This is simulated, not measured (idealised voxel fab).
The name of this process module is voxel capacitor over wiring.
The figure presents cross-section cut, which has a width of 170 nm and is divided into square cells with an edge length of 5 nm.
Notation: cross-section as square-cell grid; stated in bands, top first, going down; one or more cell rows per band.
What a band's entry tells you: where the top is and where the bottom is, as heights in nm, and after that what lies inside, material by material from left to right, each with its width in nm. Empty space is written as the word "blank", and a single material marked with the word "throughout" occupies the band from edge to edge.
Heights are reckoned from 0. Under this level, the received wafer is all of one material. The bottommost band is open-ended downward, for example "0 down".
A width such as "30->40" changes by the same amount from each row of cells to the next, from the band's top row to its bottom row.
The designation "no modifications", where it is given for a processing step, indicates that no cell of the cross-section was altered in the course of that step.
Empty spaces counting at least 8 cells and having no open way to the top are listed in "Unvented voids". The notation width x height at distance is used for each, the distance being from the left edge and all three values in nm.
Step line, after settings: the simulator's comment on this step.
A step line may carry the setting "overlay nm", which, for steps involving a mask, states the distance by which the mask lay to the right of its intended position; negative values denote displacement to the left.
Layout of what follows: cross-section pairs, each bracketing one process step, the after cross-section shown only to the lowest band that changed, the step between and its settings noted under each pair. Pairs may originate in different runs of this module on the same starting wafer; a pair continues from the pair above only where its entry headed "Structure before processing" says so.
Structure before processing
* 0 down | Si throughout
* Unvented voids: none
Cut View, Post-Step
* 10 to 0 | SiO2 throughout
* For the remainder of the cross-section, below 0, there is no change.
* Unvented voids: none
Q: step between the cross-sections above? A: CONFORMAL_DEP (material SiO2; thk nm 10)
Structure before processing: same picture as after in the pair right above, so we don't repeat it.
Cut View, Post-Step
* 15 to 10 | TiN throughout
* For the remainder of the cross-section, below 10, there is no change.
* Unvented voids: none
Q: step between the cross-sections above? A: DIRECTIONAL_DEP (material TiN; thk nm 5)
Structure before processing: same picture as after in the pair right above, so we don't repeat it.
Cut View, Post-Step
* 30 to 15 | Ru throughout
* For the remainder of the cross-section, below 15, there is no change.
* Unvented voids: none
Q: step between the cross-sections above? A: DIRECTIONAL_DEP (material Ru; thk nm 15)
Structure before processing: same picture as after in the pair right above, so we don't repeat it.
Cut View, Post-Step
* 30 to 15 | 35 blank; 20 Ru; 60 blank; 20 Ru; 35 blank
* For the remainder of the cross-section, below 15, there is no change.
* Unvented voids: none
Q: step between the cross-sections above? A: MASKED_ETCH (tone cover; mask id METAL_1; width nm 20; pitch nm 80; etch materials Ru; depth nm 15; overlay nm 0)
Structure before processing: same picture as after in the pair right above, so we don't repeat it.
Cut View, Post-Step
* 30 to 15 | 35 blank; 20 Ru; 60 blank; 20 Ru; 35 blank
* 15 to 10 | 35 blank; 20 TiN; 60 blank; 20 TiN; 35 blank
* For the remainder of the cross-section, below 10, there is no change.
* Unvented voids: none
Q: step between the cross-sections above? A: MASKED_ETCH (tone cover; mask id METAL_1; width nm 20; pitch nm 80; etch materials TiN; depth nm 5; overlay nm 0)
Structure before processing: same picture as after in the pair right above, so we don't repeat it.
Cut View, Post-Step
* 35 to 30 | SiO2 throughout
* 30 to 15 | 35 SiO2; 20 Ru; 60 SiO2; 20 Ru; 35 SiO2
* 15 to 10 | 35 SiO2; 20 TiN; 60 SiO2; 20 TiN; 35 SiO2
* For the remainder of the cross-section, below 10, there is no change.
* Unvented voids: none
Q: step between the cross-sections above? A: FILL_DEP (material SiO2; thk nm 5)
Structure before processing: same picture as after in the pair right above, so we don't repeat it.
Cut View, Post-Step
* 30 to 15 | 35 SiO2; 20 Ru; 60 SiO2; 20 Ru; 35 SiO2
* For the remainder of the cross-section, below 15, there is no change.
* Unvented voids: none
Q: step between the cross-sections above? A: CMP (height nm 30)
Structure before processing: same picture as after in the pair right above, so we don't repeat it.
Cut View, Post-Step
* 35 to 30 | SiCN throughout
* For the remainder of the cross-section, below 30, there is no change.
* Unvented voids: none
Q: step between the cross-sections above? A: CONFORMAL_DEP (material SiCN; thk nm 5)
Structure before processing: same picture as after in the pair right above, so we don't repeat it.
Cut View, Post-Step
* 45 to 35 | SiO2 throughout
* For the remainder of the cross-section, below 35, there is no change.
* Unvented voids: none
Q: step between the cross-sections above? A: DIRECTIONAL_DEP (material SiO2; thk nm 10)
Structure before processing: same picture as after in the pair right above, so we don't repeat it.
Cut View, Post-Step
* 55 to 45 | aC throughout
* For the remainder of the cross-section, below 45, there is no change.
* Unvented voids: none
Q: step between the cross-sections above? A: DIRECTIONAL_DEP (material aC; thk nm 10)
Structure before processing: same picture as after in the pair right above, so we don't repeat it.
Cut View, Post-Step
* 80 to 55 | 40 resist; 15 blank; 115 resist
* For the remainder of the cross-section, below 55, there is no change.
* Unvented voids: none
Q: step between the cross-sections above? A: PATTERN (tone open; mask id PLUG_1; material resist; width nm 15; thk nm 25; overlay nm 0)
Structure before processing: same picture as after in the pair right above, so we don't repeat it.
Cut View, Post-Step
* 70 to 55 | 40 resist; 15 blank; 115 resist
* 55 to 45 | 40 aC; 15 blank; 115 aC
* For the remainder of the cross-section, below 45, there is no change.
* Unvented voids: none
Q: step between the cross-sections above? A: DIRECTIONAL_ETCH (etch materials aC; depth nm 10)
Structure before processing: same picture as after in the pair right above, so we don't repeat it.
Cut View, Post-Step
* 55 to 45 | 40 aC; 15 blank; 115 aC
* For the remainder of the cross-section, below 45, there is no change.
* Unvented voids: none
Q: step between the cross-sections above? A: STRIP (etch materials resist)
Structure before processing: same picture as after in the pair right above, so we don't repeat it.
Cut View, Post-Step
* 55 to 45 | 40 aC; 15 blank; 115 aC
* 45 to 35 | 40 SiO2; 15 blank; 115 SiO2
* For the remainder of the cross-section, below 35, there is no change.
* Unvented voids: none
Q: step between the cross-sections above? A: DIRECTIONAL_ETCH (etch materials SiO2; depth nm 10)
Structure before processing: same picture as after in the pair right above, so we don't repeat it.
Cut View, Post-Step
* 55 to 45 | 40 aC; 15 blank; 115 aC
* 45 to 35 | 40 SiO2; 15 blank; 115 SiO2
* 35 to 30 | 40 SiCN; 15 blank; 115 SiCN
* For the remainder of the cross-section, below 30, there is no change.
* Unvented voids: none
Q: step between the cross-sections above? A: DIRECTIONAL_ETCH (etch materials SiCN; depth nm 5)
Structure before processing: same picture as after in the pair right above, so we don't repeat it.
Cut View, Post-Step
* 45 to 35 | 40 SiO2; 15 blank; 115 SiO2
* For the remainder of the cross-section, below 35, there is no change.
* Unvented voids: none
Q: step between the cross-sections above? A: STRIP (etch materials aC)
Structure before processing: same picture as after in the pair right above, so we don't repeat it.
Cut View, Post-Step
* 50 to 45 | 45 TiN; 5 blank; 120 TiN
* 45 to 35 | 40 SiO2; 5 TiN; 5 blank; 5 TiN; 115 SiO2
* 35 to 30 | 40 SiCN; 15 TiN; 115 SiCN
* For the remainder of the cross-section, below 30, there is no change.
* Unvented voids: none
Q: step between the cross-sections above? A: CONFORMAL_DEP (material TiN; thk nm 5)
Structure before processing: same picture as after in the pair right above, so we don't repeat it.
Cut View, Post-Step
* 55 to 50 | Cu throughout
* 50 to 45 | 45 TiN; 5 Cu; 120 TiN
* 45 to 35 | 40 SiO2; 5 TiN; 5 Cu; 5 TiN; 115 SiO2
* For the remainder of the cross-section, below 35, there is no change.
* Unvented voids: none
Q: step between the cross-sections above? A: FILL_DEP (material Cu; thk nm 5)
Structure before processing: same picture as after in the pair right above, so we don't repeat it.
Cut View, Post-Step
* 45 to 35 | 40 SiO2; 5 TiN; 5 Cu; 5 TiN; 115 SiO2
* For the remainder of the cross-section, below 35, there is no change.
* Unvented voids: none
Q: step between the cross-sections above? A: CMP (height nm 45)
Structure before processing: same picture as after in the pair right above, so we don't repeat it.
Cut View, Post-Step
* 55 to 45 | TiN throughout
* For the remainder of the cross-section, below 45, there is no change.
* Unvented voids: none
Q: step between the cross-sections above? A: DIRECTIONAL_DEP (material TiN; thk nm 10)
Structure before processing: same picture as after in the pair right above, so we don't repeat it.
Cut View, Post-Step
* 60 to 55 | Al2O3 throughout
* For the remainder of the cross-section, below 55, there is no change.
* Unvented voids: none
Q: step between the cross-sections above? A: DIRECTIONAL_DEP (material Al2O3; thk nm 5)
Structure before processing: same picture as after in the pair right above, so we don't repeat it.
Cut View, Post-Step
* 70 to 60 | TiN throughout
* For the remainder of the cross-section, below 60, there is no change.
* Unvented voids: none
Q: step between the cross-sections above? A: DIRECTIONAL_DEP (material TiN; thk nm 10)
Structure before processing: same picture as after in the pair right above, so we don't repeat it.
Cut View, Post-Step
* 70 to 60 | 40 blank; 65 TiN; 65 blank
* For the remainder of the cross-section, below 60, there is no change.
* Unvented voids: none
Q: step between the cross-sections above? A: MASKED_ETCH (tone cover; mask id UPPER_PLATE; width nm 65; etch materials TiN; depth nm 10; overlay nm 0)
Structure before processing: same picture as after in the pair right above, so we don't repeat it.
Cut View, Post-Step
* 70 to 60 | 40 blank; 65 TiN; 65 blank
* 60 to 55 | 40 blank; 65 Al2O3; 65 blank
* For the remainder of the cross-section, below 55, there is no change.
* Unvented voids: none
Q: step between the cross-sections above? A: MASKED_ETCH (tone cover; mask id UPPER_PLATE; width nm 65; etch materials Al2O3; depth nm 5; overlay nm 0)
Structure before processing: same picture as after in the pair right above, so we don't repeat it.
Cut View, Post-Step
* 90 to 70 | 35 blank; 75 resist; 60 blank
* 70 to 60 | 35 blank; 5 resist; 65 TiN; 5 resist; 60 blank
* 60 to 55 | 35 blank; 5 resist; 65 Al2O3; 5 resist; 60 blank
* For the remainder of the cross-section, below 55, there is no change.
* Unvented voids: none
Q: step between the cross-sections above? A: PATTERN (tone cover; mask id LOWER_PLATE; material resist; width nm 75; thk nm 20; overlay nm 0)
Structure before processing: same picture as after in the pair right above, so we don't repeat it.
Cut View, Post-Step
* 90 to 70 | 35 blank; 75 resist; 60 blank
* 70 to 60 | 35 blank; 5 resist; 65 TiN; 5 resist; 60 blank
* 60 to 55 | 35 blank; 5 resist; 65 Al2O3; 5 resist; 60 blank
* 55 to 45 | 35 blank; 75 TiN; 60 blank
* For the remainder of the cross-section, below 45, there is no change.
* Unvented voids: none
Q: step between the cross-sections above? A: DIRECTIONAL_ETCH (etch materials TiN; depth nm 10)
Structure before processing: same picture as after in the pair right above, so we don't repeat it.
Cut View, Post-Step
* 70 to 60 | 40 blank; 65 TiN; 65 blank
* 60 to 55 | 40 blank; 65 Al2O3; 65 blank
* For the remainder of the cross-section, below 55, there is no change.
* Unvented voids: none
Q: step between the cross-sections above? A: STRIP (etch materials resist)
Structure before processing: same picture as after in the pair right above, so we don't repeat it.
Cut View, Post-Step
* 85 to 70 | SiO2 throughout
* 70 to 60 | 40 SiO2; 65 TiN; 65 SiO2
* 60 to 55 | 40 SiO2; 65 Al2O3; 65 SiO2
* 55 to 45 | 35 SiO2; 75 TiN; 60 SiO2
* For the remainder of the cross-section, below 45, there is no change.
* Unvented voids: none
Q: step between the cross-sections above? A: FILL_DEP (material SiO2; thk nm 15)
Structure before processing: same picture as after in the pair right above, so we don't repeat it.
Cut View, Post-Step
* 80 to 70 | SiO2 throughout
* For the remainder of the cross-section, below 70, there is no change.
* Unvented voids: none
Q: step between the cross-sections above? A: CMP (height nm 80)
Structure before processing: same picture as after in the pair right above, so we don't repeat it.
Cut View, Post-Step
* 100 to 80 | 50 resist; 15 blank; 105 resist
* For the remainder of the cross-section, below 80, there is no change.
* Unvented voids: none
Q: step between the cross-sections above? A: PATTERN (tone open; mask id PLUG_2; material resist; width nm 15; thk nm 20; overlay nm 0)
Structure before processing: same picture as after in the pair right above, so we don't repeat it.
Cut View, Post-Step
* 100 to 80 | 50 resist; 15 blank; 105 resist
* 80 to 70 | 50 SiO2; 15 blank; 105 SiO2
* For the remainder of the cross-section, below 70, there is no change.
* Unvented voids: none
Q: step between the cross-sections above? A: DIRECTIONAL_ETCH (etch materials SiO2; depth nm 10)
Structure before processing: same picture as after in the pair right above, so we don't repeat it.
Cut View, Post-Step
* 80 to 70 | 50 SiO2; 15 blank; 105 SiO2
* For the remainder of the cross-section, below 70, there is no change.
* Unvented voids: none
Q: step between the cross-sections above? A: STRIP (etch materials resist)
Structure before processing: same picture as after in the pair right above, so we don't repeat it.
Cut View, Post-Step
* 85 to 80 | 55 TiN; 5 blank; 110 TiN
* 80 to 75 | 50 SiO2; 5 TiN; 5 blank; 5 TiN; 105 SiO2
* 75 to 70 | 50 SiO2; 15 TiN; 105 SiO2
* For the remainder of the cross-section, below 70, there is no change.
* Unvented voids: none
Q: step between the cross-sections above? A: CONFORMAL_DEP (material TiN; thk nm 5)
Structure before processing: same picture as after in the pair right above, so we don't repeat it.
Cut View, Post-Step
* 95 to 85 | Ru throughout
* 85 to 80 | 55 TiN; 5 Ru; 110 TiN
* 80 to 75 | 50 SiO2; 5 TiN; 5 Ru; 5 TiN; 105 SiO2
* For the remainder of the cross-section, below 75, there is no change.
* Unvented voids: none
Q: step between the cross-sections above? A: FILL_DEP (material Ru; thk nm 10)
Structure before processing: same picture as after in the pair right above, so we don't repeat it.
Cut View, Post-Step
* 80 to 75 | 50 SiO2; 5 TiN; 5 Ru; 5 TiN; 105 SiO2
* For the remainder of the cross-section, below 75, there is no change.
* Unvented voids: none
Q: step between the cross-sections above? A: CMP (height nm 80)
Structure before processing: same picture as after in the pair right above, so we don't repeat it.
Cut View, Post-Step
* 85 to 80 | SiN throughout
* For the remainder of the cross-section, below 80, there is no change.
* Unvented voids: none
Q: step between the cross-sections above? A: CONFORMAL_DEP (material SiN; thk nm 5)
Structure before processing
* 55 to 45 | TiN throughout
* 45 to 35 | 40 SiO2; 5 TiN; 5 Cu; 5 TiN; 115 SiO2
* 35 to 30 | 40 SiCN; 15 TiN; 115 SiCN
* 30 to 15 | 35 SiO2; 20 Ru; 60 SiO2; 20 Ru; 35 SiO2
* 15 to 10 | 35 SiO2; 20 TiN; 60 SiO2; 20 TiN; 35 SiO2
* 10 to 0 | SiO2 throughout
* 0 down | Si throughout
* Unvented voids: none
Cut View, Post-Step
* 65 to 45 | TiN throughout
* For the remainder of the cross-section, below 45, there is no change.
* Unvented voids: none
Q: step between the cross-sections above? A: DIRECTIONAL_DEP (material TiN; thk nm 10)
Structure before processing: same picture as after in the pair right above, so we don't repeat it.
Cut View, Post-Step
* 65 to 55 | 40 blank; 65 TiN; 65 blank
* For the remainder of the cross-section, below 55, there is no change.
* Unvented voids: none
Q: step between the cross-sections above? A: MASKED_ETCH (tone cover; mask id UPPER_PLATE; width nm 65; etch materials TiN; depth nm 10; overlay nm 0)
Structure before processing: same picture as after in the pair right above, so we don't repeat it.
Cut View, Post-Step
* 85 to 65 | 35 blank; 75 resist; 60 blank
* 65 to 55 | 35 blank; 5 resist; 65 TiN; 5 resist; 60 blank
* For the remainder of the cross-section, below 55, there is no change.
* Unvented voids: none
Q: step between the cross-sections above? A: PATTERN (tone cover; mask id LOWER_PLATE; material resist; width nm 75; thk nm 20; overlay nm 0)
Structure before processing: same picture as after in the pair right above, so we don't repeat it.
Cut View, Post-Step
* 85 to 65 | 35 blank; 75 resist; 60 blank
* 65 to 55 | 35 blank; 5 resist; 65 TiN; 5 resist; 60 blank
* 55 to 45 | 35 blank; 75 TiN; 60 blank
* For the remainder of the cross-section, below 45, there is no change.
* Unvented voids: none
Q: step between the cross-sections above? A: DIRECTIONAL_ETCH (etch materials TiN; depth nm 10)
Structure before processing: same picture as after in the pair right above, so we don't repeat it.
Cut View, Post-Step
* 65 to 55 | 40 blank; 65 TiN; 65 blank
* For the remainder of the cross-section, below 55, there is no change.
* Unvented voids: none
Q: step between the cross-sections above? A: STRIP (etch materials resist)
Structure before processing: same picture as after in the pair right above, so we don't repeat it.
Cut View, Post-Step
* 80 to 65 | SiO2 throughout
* 65 to 55 | 40 SiO2; 65 TiN; 65 SiO2
* 55 to 45 | 35 SiO2; 75 TiN; 60 SiO2
* For the remainder of the cross-section, below 45, there is no change.
* Unvented voids: none
Q: step between the cross-sections above? A: FILL_DEP (material SiO2; thk nm 15)
Structure before processing: same picture as after in the pair right above, so we don't repeat it.
Cut View, Post-Step
* 100 to 80 | 50 resist; 15 blank; 105 resist
* For the remainder of the cross-section, below 80, there is no change.
* Unvented voids: none
Q: step between the cross-sections above? A: PATTERN (tone open; mask id PLUG_2; material resist; width nm 15; thk nm 20; overlay nm 0)
Structure before processing: same picture as after in the pair right above, so we don't repeat it.
Cut View, Post-Step
* 100 to 80 | 50 resist; 15 blank; 105 resist
* 80 to 70 | 50 SiO2; 15 blank; 105 SiO2
* For the remainder of the cross-section, below 70, there is no change.
* Unvented voids: none
Q: step between the cross-sections above? A: DIRECTIONAL_ETCH (etch materials SiO2; depth nm 10)
Structure before processing: same picture as after in the pair right above, so we don't repeat it.
Cut View, Post-Step
* 80 to 70 | 50 SiO2; 15 blank; 105 SiO2
* For the remainder of the cross-section, below 70, there is no change.
* Unvented voids: none
Q: step between the cross-sections above? A: STRIP (etch materials resist)
Structure before processing: same picture as after in the pair right above, so we don't repeat it.
Cut View, Post-Step
* 85 to 80 | 55 TiN; 5 blank; 110 TiN
* 80 to 75 | 50 SiO2; 5 TiN; 5 blank; 5 TiN; 105 SiO2
* 75 to 70 | 50 SiO2; 15 TiN; 105 SiO2
* For the remainder of the cross-section, below 70, there is no change.
* Unvented voids: none
Q: step between the cross-sections above? A: CONFORMAL_DEP (material TiN; thk nm 5)
Structure before processing: same picture as after in the pair right above, so we don't repeat it.
Cut View, Post-Step
* 95 to 85 | Ru throughout
* 85 to 80 | 55 TiN; 5 Ru; 110 TiN
* 80 to 75 | 50 SiO2; 5 TiN; 5 Ru; 5 TiN; 105 SiO2
* For the remainder of the cross-section, below 75, there is no change.
* Unvented voids: none
Q: step between the cross-sections above? A: FILL_DEP (material Ru; thk nm 10)
Structure before processing: same picture as after in the pair right above, so we don't repeat it.
Cut View, Post-Step
* 80 to 75 | 50 SiO2; 5 TiN; 5 Ru; 5 TiN; 105 SiO2
* For the remainder of the cross-section, below 75, there is no change.
* Unvented voids: none
Q: step between the cross-sections above? A: CMP (height nm 80)
Structure before processing: same picture as after in the pair right above, so we don't repeat it.
Cut View, Post-Step
* 85 to 80 | SiN throughout
* For the remainder of the cross-section, below 80, there is no change.
* Unvented voids: none
Q: step between the cross-sections above? A: CONFORMAL_DEP (material SiN; thk nm 5)
Structure before processing
* 10 to 0 | SiO2 throughout
* 0 down | Si throughout
* Unvented voids: none
Cut View, Post-Step
* 25 to 10 | Ru throughout
* For the remainder of the cross-section, below 10, there is no change.
* Unvented voids: none
Q: step between the cross-sections above? A: DIRECTIONAL_DEP (material Ru; thk nm 15)
Structure before processing: same picture as after in the pair right above, so we don't repeat it.
Cut View, Post-Step
* 30 to 25 | TiN throughout
* For the remainder of the cross-section, below 25, there is no change.
* Unvented voids: none
Q: step between the cross-sections above? A: DIRECTIONAL_DEP (material TiN; thk nm 5)
Structure before processing: same picture as after in the pair right above, so we don't repeat it.
Cut View, Post-Step
* 30 to 25 | 35 blank; 20 TiN; 60 blank; 20 TiN; 35 blank
* For the remainder of the cross-section, below 25, there is no change.
* Unvented voids: none
Q: step between the cross-sections above? A: MASKED_ETCH (tone cover; mask id METAL_1; width nm 20; pitch nm 80; etch materials TiN; depth nm 5; overlay nm 0)
Structure before processing: same picture as after in the pair right above, so we don't repeat it.
Cut View, Post-Step
* 35 to 30 | SiO2 throughout
* 30 to 25 | 35 SiO2; 20 TiN; 60 SiO2; 20 TiN; 35 SiO2
* For the remainder of the cross-section, below 25, there is no change.
* Unvented voids: none
Q: step between the cross-sections above? A: FILL_DEP (material SiO2; thk nm 5)
Structure before processing: same picture as after in the pair right above, so we don't repeat it.
Cut View, Post-Step
* 30 to 25 | 35 SiO2; 20 TiN; 60 SiO2; 20 TiN; 35 SiO2
* For the remainder of the cross-section, below 25, there is no change.
* Unvented voids: none
Q: step between the cross-sections above? A: CMP (height nm 30)
Structure before processing: same picture as after in the pair right above, so we don't repeat it.
Cut View, Post-Step
* 35 to 30 | SiCN throughout
* For the remainder of the cross-section, below 30, there is no change.
* Unvented voids: none
Q: step between the cross-sections above? A: CONFORMAL_DEP (material SiCN; thk nm 5)
Structure before processing: same picture as after in the pair right above, so we don't repeat it.
Cut View, Post-Step
* 45 to 35 | SiO2 throughout
* For the remainder of the cross-section, below 35, there is no change.
* Unvented voids: none
Q: step between the cross-sections above? A: DIRECTIONAL_DEP (material SiO2; thk nm 10)
Structure before processing: same picture as after in the pair right above, so we don't repeat it.
Cut View, Post-Step
* 55 to 45 | aC throughout
* For the remainder of the cross-section, below 45, there is no change.
* Unvented voids: none
Q: step between the cross-sections above? A: DIRECTIONAL_DEP (material aC; thk nm 10)
Structure before processing: same picture as after in the pair right above, so we don't repeat it.
Cut View, Post-Step
* 80 to 55 | 40 resist; 15 blank; 115 resist
* For the remainder of the cross-section, below 55, there is no change.
* Unvented voids: none
Q: step between the cross-sections above? A: PATTERN (tone open; mask id PLUG_1; material resist; width nm 15; thk nm 25; overlay nm 0)
Structure before processing: same picture as after in the pair right above, so we don't repeat it.
Cut View, Post-Step
* 70 to 55 | 40 resist; 15 blank; 115 resist
* 55 to 45 | 40 aC; 15 blank; 115 aC
* For the remainder of the cross-section, below 45, there is no change.
* Unvented voids: none
Q: step between the cross-sections above? A: DIRECTIONAL_ETCH (etch materials aC; depth nm 10)
Structure before processing: same picture as after in the pair right above, so we don't repeat it.
Cut View, Post-Step
* 55 to 45 | 40 aC; 15 blank; 115 aC
* For the remainder of the cross-section, below 45, there is no change.
* Unvented voids: none
Q: step between the cross-sections above? A: STRIP (etch materials resist)
Structure before processing: same picture as after in the pair right above, so we don't repeat it.
Cut View, Post-Step
* 55 to 45 | 40 aC; 15 blank; 115 aC
* 45 to 35 | 40 SiO2; 15 blank; 115 SiO2
* For the remainder of the cross-section, below 35, there is no change.
* Unvented voids: none
Q: step between the cross-sections above? A: DIRECTIONAL_ETCH (etch materials SiO2; depth nm 10)
Structure before processing: same picture as after in the pair right above, so we don't repeat it.
Cut View, Post-Step
* 55 to 45 | 40 aC; 15 blank; 115 aC
* 45 to 35 | 40 SiO2; 15 blank; 115 SiO2
* 35 to 30 | 40 SiCN; 15 blank; 115 SiCN
* For the remainder of the cross-section, below 30, there is no change.
* Unvented voids: none
Q: step between the cross-sections above? A: DIRECTIONAL_ETCH (etch materials SiCN; depth nm 5)
Structure before processing: same picture as after in the pair right above, so we don't repeat it.
Cut View, Post-Step
* 45 to 35 | 40 SiO2; 15 blank; 115 SiO2
* For the remainder of the cross-section, below 35, there is no change.
* Unvented voids: none
Q: step between the cross-sections above? A: STRIP (etch materials aC)
Structure before processing: same picture as after in the pair right above, so we don't repeat it.
Cut View, Post-Step
* 50 to 45 | 45 TiN; 5 blank; 120 TiN
* 45 to 35 | 40 SiO2; 5 TiN; 5 blank; 5 TiN; 115 SiO2
* 35 to 30 | 40 SiCN; 15 TiN; 115 SiCN
* For the remainder of the cross-section, below 30, there is no change.
* Unvented voids: none
Q: step between the cross-sections above? A: CONFORMAL_DEP (material TiN; thk nm 5)
Structure before processing: same picture as after in the pair right above, so we don't repeat it.
Cut View, Post-Step
* 55 to 50 | Cu throughout
* 50 to 45 | 45 TiN; 5 Cu; 120 TiN
* 45 to 35 | 40 SiO2; 5 TiN; 5 Cu; 5 TiN; 115 SiO2
* For the remainder of the cross-section, below 35, there is no change.
* Unvented voids: none
Q: step between the cross-sections above? A: FILL_DEP (material Cu; thk nm 5)
Structure before processing: same picture as after in the pair right above, so we don't repeat it.
Cut View, Post-Step
* 45 to 35 | 40 SiO2; 5 TiN; 5 Cu; 5 TiN; 115 SiO2
* For the remainder of the cross-section, below 35, there is no change.
* Unvented voids: none
Q: step between the cross-sections above? A: CMP (height nm 45)
Structure before processing: same picture as after in the pair right above, so we don't repeat it.
Cut View, Post-Step
* 55 to 45 | TiN throughout
* For the remainder of the cross-section, below 45, there is no change.
* Unvented voids: none
Q: step between the cross-sections above? A: DIRECTIONAL_DEP (material TiN; thk nm 10)
Structure before processing: same picture as after in the pair right above, so we don't repeat it.
Cut View, Post-Step
* 60 to 55 | Al2O3 throughout
* For the remainder of the cross-section, below 55, there is no change.
* Unvented voids: none
Q: step between the cross-sections above? A: DIRECTIONAL_DEP (material Al2O3; thk nm 5)
Structure before processing: same picture as after in the pair right above, so we don't repeat it.
Cut View, Post-Step
* 70 to 60 | TiN throughout
* For the remainder of the cross-section, below 60, there is no change.
* Unvented voids: none
Q: step between the cross-sections above? A: DIRECTIONAL_DEP (material TiN; thk nm 10)
Structure before processing: same picture as after in the pair right above, so we don't repeat it.
Cut View, Post-Step
* 70 to 60 | 40 blank; 65 TiN; 65 blank
* For the remainder of the cross-section, below 60, there is no change.
* Unvented voids: none
Q: step between the cross-sections above? A: MASKED_ETCH (tone cover; mask id UPPER_PLATE; width nm 65; etch materials TiN; depth nm 10; overlay nm 0)
Structure before processing: same picture as after in the pair right above, so we don't repeat it.
Cut View, Post-Step
* 70 to 60 | 40 blank; 65 TiN; 65 blank
* 60 to 55 | 40 blank; 65 Al2O3; 65 blank
* For the remainder of the cross-section, below 55, there is no change.
* Unvented voids: none
Q: step between the cross-sections above? A: MASKED_ETCH (tone cover; mask id UPPER_PLATE; width nm 65; etch materials Al2O3; depth nm 5; overlay nm 0)
Structure before processing: same picture as after in the pair right above, so we don't repeat it.
Cut View, Post-Step
* 90 to 70 | 35 blank; 75 resist; 60 blank
* 70 to 60 | 35 blank; 5 resist; 65 TiN; 5 resist; 60 blank
* 60 to 55 | 35 blank; 5 resist; 65 Al2O3; 5 resist; 60 blank
* For the remainder of the cross-section, below 55, there is no change.
* Unvented voids: none
Q: step between the cross-sections above? A: PATTERN (tone cover; mask id LOWER_PLATE; material resist; width nm 75; thk nm 20; overlay nm 0)
Structure before processing: same picture as after in the pair right above, so we don't repeat it.
Cut View, Post-Step
* 90 to 70 | 35 blank; 75 resist; 60 blank
* 70 to 60 | 35 blank; 5 resist; 65 TiN; 5 resist; 60 blank
* 60 to 55 | 35 blank; 5 resist; 65 Al2O3; 5 resist; 60 blank
* 55 to 45 | 35 blank; 75 TiN; 60 blank
* For the remainder of the cross-section, below 45, there is no change.
* Unvented voids: none
Q: step between the cross-sections above? A: DIRECTIONAL_ETCH (etch materials TiN; depth nm 10)
Structure before processing: same picture as after in the pair right above, so we don't repeat it.
Cut View, Post-Step
* 70 to 60 | 40 blank; 65 TiN; 65 blank
* 60 to 55 | 40 blank; 65 Al2O3; 65 blank
* For the remainder of the cross-section, below 55, there is no change.
* Unvented voids: none
Q: step between the cross-sections above? A: STRIP (etch materials resist)
Structure before processing: same picture as after in the pair right above, so we don't repeat it.
Cut View, Post-Step
* 85 to 70 | SiO2 throughout
* 70 to 60 | 40 SiO2; 65 TiN; 65 SiO2
* 60 to 55 | 40 SiO2; 65 Al2O3; 65 SiO2
* 55 to 45 | 35 SiO2; 75 TiN; 60 SiO2
* For the remainder of the cross-section, below 45, there is no change.
* Unvented voids: none
Q: step between the cross-sections above? A: FILL_DEP (material SiO2; thk nm 15)
Structure before processing: same picture as after in the pair right above, so we don't repeat it.
Cut View, Post-Step
* 80 to 70 | SiO2 throughout
* For the remainder of the cross-section, below 70, there is no change.
* Unvented voids: none
Q: step between the cross-sections above? A: CMP (height nm 80)
Structure before processing: same picture as after in the pair right above, so we don't repeat it.
Cut View, Post-Step
* 100 to 80 | 50 resist; 15 blank; 105 resist
* For the remainder of the cross-section, below 80, there is no change.
* Unvented voids: none
Q: step between the cross-sections above? A: PATTERN (tone open; mask id PLUG_2; material resist; width nm 15; thk nm 20; overlay nm 0)
Structure before processing: same picture as after in the pair right above, so we don't repeat it.
Cut View, Post-Step
* 100 to 80 | 50 resist; 15 blank; 105 resist
* 80 to 70 | 50 SiO2; 15 blank; 105 SiO2
* For the remainder of the cross-section, below 70, there is no change.
* Unvented voids: none
Q: step between the cross-sections above? A: DIRECTIONAL_ETCH (etch materials SiO2; depth nm 10)
Structure before processing: same picture as after in the pair right above, so we don't repeat it.
Cut View, Post-Step
* 80 to 70 | 50 SiO2; 15 blank; 105 SiO2
* For the remainder of the cross-section, below 70, there is no change.
* Unvented voids: none
Q: step between the cross-sections above? A: STRIP (etch materials resist)
Structure before processing: same picture as after in the pair right above, so we don't repeat it.
Cut View, Post-Step
* 85 to 80 | 55 TiN; 5 blank; 110 TiN
* 80 to 75 | 50 SiO2; 5 TiN; 5 blank; 5 TiN; 105 SiO2
* 75 to 70 | 50 SiO2; 15 TiN; 105 SiO2
* For the remainder of the cross-section, below 70, there is no change.
* Unvented voids: none
Q: step between the cross-sections above? A: CONFORMAL_DEP (material TiN; thk nm 5)
Structure before processing: same picture as after in the pair right above, so we don't repeat it.
Cut View, Post-Step
* 95 to 85 | Ru throughout
* 85 to 80 | 55 TiN; 5 Ru; 110 TiN
* 80 to 75 | 50 SiO2; 5 TiN; 5 Ru; 5 TiN; 105 SiO2
* For the remainder of the cross-section, below 75, there is no change.
* Unvented voids: none
Q: step between the cross-sections above? A: FILL_DEP (material Ru; thk nm 10)
Structure before processing: same picture as after in the pair right above, so we don't repeat it.
Cut View, Post-Step
* 80 to 75 | 50 SiO2; 5 TiN; 5 Ru; 5 TiN; 105 SiO2
* For the remainder of the cross-section, below 75, there is no change.
* Unvented voids: none
Q: step between the cross-sections above? A: CMP (height nm 80)
Structure before processing: same picture as after in the pair right above, so we don't repeat it.
Cut View, Post-Step
* 85 to 80 | SiN throughout
* For the remainder of the cross-section, below 80, there is no change.
* Unvented voids: none
Q: step between the cross-sections above? A: CONFORMAL_DEP (material SiN; thk nm 5)
Structure before processing
* 60 to 55 | Al2O3 throughout
* 55 to 45 | TiN throughout
* 45 to 35 | 40 SiO2; 5 TiN; 5 Cu; 5 TiN; 115 SiO2
* 35 to 30 | 40 SiCN; 15 TiN; 115 SiCN
* 30 to 15 | 35 SiO2; 20 Ru; 60 SiO2; 20 Ru; 35 SiO2
* 15 to 10 | 35 SiO2; 20 TiN; 60 SiO2; 20 TiN; 35 SiO2
* 10 to 0 | SiO2 throughout
* 0 down | Si throughout
* Unvented voids: none
Cut View, Post-Step
* 75 to 60 | TiN throughout
* For the remainder of the cross-section, below 60, there is no change.
* Unvented voids: none
Q: step between the cross-sections above? A: DIRECTIONAL_DEP (material TiN; thk nm 15)
Structure before processing: same picture as after in the pair right above, so we don't repeat it.
Cut View, Post-Step
* 75 to 65 | 40 blank; 65 TiN; 65 blank
* For the remainder of the cross-section, below 65, there is no change.
* Unvented voids: none
Q: step between the cross-sections above? A: MASKED_ETCH (tone cover; mask id UPPER_PLATE; width nm 65; etch materials TiN; depth nm 10; overlay nm 0)
